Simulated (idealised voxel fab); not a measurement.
Name of the process module below: voxel transistor to metal
In the cross-section labelled cut, the width is 180 nm and each square cell is 5 nm.
Think of the cross-section as a grid of square cells. We describe it in bands, top to bottom, and each band covers one or more rows of those cells. Band: top and bottom heights (nm) first, top before bottom; then materials from left to right, widths in nm. "all across" marks a sole material filling the band edge to edge. "blank" denotes empty space. We count height from 0. Below that, the starting wafer is all one material. The lowest band never ends at the bottom but goes on down; see "0 down" for how that is written. The width entry "30->40" should be interpreted row by row: the top row of cells in the band takes the first number, the bottom row takes the second number, and the change between adjacent rows is uniform throughout. Where a step carries "no alteration", the cross-section came out of it unchanged, cell for cell. Under "Completely enclosed voids" you'll find the enclosed gaps, the ones with no way out to the top, that are 8 cells or bigger; each reads width x height at distance, with distance counted from the left edge, everything in nm. Anything after a step's settings on that line? It's the simulator's own note about the step. What "overlay nm" on a step's line means: if the step has a mask, that mask lay this far to the right of its planned place, or, when the value is negative, to the left.

STEPS IN THE PROCESS PLAN
- 1: op RECEIVE | material Si
- 2: op CONFORMAL_DEP | material SiO2 | thk nm 5
- 3: op CONFORMAL_DEP | material SiN | thk nm 10
- 4: op DIRECTIONAL_DEP | material aC | thk nm 15
- 5: op PATTERN | tone cover | mask id ACTIVE | material resist | width nm 115 | thk nm 35 | overlay nm 0
- 6: op DIRECTIONAL_ETCH | etch materials aC | depth nm 15
- 7: op STRIP | etch materials resist
- 8: op DIRECTIONAL_ETCH | etch materials SiN | depth nm 10
- 9: op DIRECTIONAL_ETCH | etch materials SiO2 | depth nm 5
- 10: op DIRECTIONAL_ETCH | etch materials Si | depth nm 20
- 11: op STRIP | etch materials aC
- 12: op OXIDIZE | depth nm 5
- 13: op FILL_DEP | material SiO2 | thk nm 15
- 14: op CMP | height nm 15
- 15: op SELECTIVE_ETCH | etch materials SiO2 | depth nm 5
- 16: op STRIP | etch materials SiN
- 17: op SELECTIVE_ETCH | etch materials SiO2 | depth nm 5
- 18: op OXIDIZE | depth nm 5
- 19: op DIRECTIONAL_DEP | material polySi | thk nm 30
- 20: op DIRECTIONAL_DEP | material SiCN | thk nm 10
- 21: op MASKED_ETCH | tone cover | mask id GATE | width nm 25 | etch materials SiCN | depth nm 20 | overlay nm 0
- 22: op MASKED_ETCH | tone cover | mask id GATE | width nm 25 | etch materials polySi | depth nm 40 | overlay nm 0
- 23: op CONFORMAL_DEP | material SiN | thk nm 5
- 24: op DIRECTIONAL_ETCH | etch materials SiN | depth nm 5
- 25: op DIRECTIONAL_ETCH | etch materials SiO2 | depth nm 5
- 26: op DIRECTIONAL_ETCH | etch materials Si | depth nm 15
- 27: op EPI | material nSi | thk nm 15
- 28: op FILL_DEP | material SiO2 | thk nm 5
- 29: op CMP | height nm 30
- 30: op STRIP | etch materials polySi
- 31: op SELECTIVE_ETCH | etch materials SiO2 | depth nm 5
- 32: op CONFORMAL_DEP | material HfO2 | thk nm 5
- 33: op CONFORMAL_DEP | material TiN | thk nm 5
- 34: op FILL_DEP | material W | thk nm 10
- 35: op CMP | height nm 25
- 36: op DIRECTIONAL_DEP | material SiO2 | thk nm 10
- 37: op MASKED_ETCH | tone open | mask id CONTACT | width nm 15 | pitch nm 80 | etch materials SiO2 | depth nm 40 | overlay nm 0
- 38: op CONFORMAL_DEP | material TiN | thk nm 5
- 39: op FILL_DEP | material W | thk nm 5
- 40: op CMP | height nm 35
- 41: op DIRECTIONAL_DEP | material TiN | thk nm 5
- 42: op DIRECTIONAL_DEP | material Ru | thk nm 20
- 43: op MASKED_ETCH | tone cover | mask id METAL_1 | width nm 15 | pitch nm 80 | etch materials Ru | depth nm 20 | overlay nm 0
- 44: op MASKED_ETCH | tone cover | mask id METAL_1 | width nm 15 | pitch nm 80 | etch materials TiN | depth nm 5 | overlay nm 0
- 45: op CONFORMAL_DEP | material SiN | thk nm 5
- 46: op FILL_DEP | material SiO2 | thk nm 10
- 47: op CMP | height nm 60
- 48: op CONFORMAL_DEP | material SiCN | thk nm 5

STEP 1 COMPLETE: CROSS-SECTION OF THE WAFER AS RECEIVED
> 0 down | Si all across
> Completely enclosed voids: none

MODULE COMPLETE, CROSS-SECTION. STARTING POINT AND PLAN PER ABOVE. ONE MISTAKE MADE IN RUNNING THE MODULE
> 65 to 60 | SiCN all across
> 60 to 40 | SiO2=30 | SiN=5 | Ru=25 | SiN=5 | SiO2=45 | SiN=5 | Ru=25 | SiN=5 | SiO2=35
> 40 to 35 | SiN=35 | TiN=25 | SiN=55 | TiN=25 | SiN=40
> 35 to 25 | SiO2=40 | TiN=5 | W=5 | TiN=5 | SiO2=65 | TiN=5 | W=5 | TiN=5 | SiO2=45
> 25 to 10 | SiO2=40 | TiN=5 | W=5 | TiN=5 | SiO2=15 | SiN=5 | HfO2=5 | TiN=5 | W=5 | TiN=5 | HfO2=5 | SiN=5 | SiO2=15 | TiN=5 | W=5 | TiN=5 | SiO2=45
> 10 to 5 | SiO2=40 | TiN=5 | W=5 | TiN=5 | nSi=15 | SiN=5 | HfO2=5 | TiN=5 | W=5 | TiN=5 | HfO2=5 | SiN=5 | nSi=15 | TiN=5 | W=5 | TiN=5 | SiO2=45
> 5 to 0 | SiO2=25 | SiN=5 | SiO2=10 | TiN=5 | W=5 | TiN=5 | nSi=15 | SiN=5 | HfO2=5 | TiN=15 | HfO2=5 | SiN=5 | nSi=15 | TiN=5 | W=5 | TiN=5 | SiO2=10 | SiN=5 | SiO2=30
> 0 to -5 | SiO2=40 | TiN=15 | nSi=15 | HfO2=35 | nSi=15 | TiN=15 | SiO2=45
> -5 to -20 | SiO2=35 | nSi=35 | Si=35 | nSi=35 | SiO2=40
> -20 to -25 | SiO2=35 | Si=105 | SiO2=40
> -25 down | Si all across
> Completely enclosed voids: none
Plan not followed: rather than as planned, step 43 actually ran as op MASKED_ETCH | tone cover | mask id METAL_1 | width nm 25 | pitch nm 80 | etch materials Ru | depth nm 20 | overlay nm 0
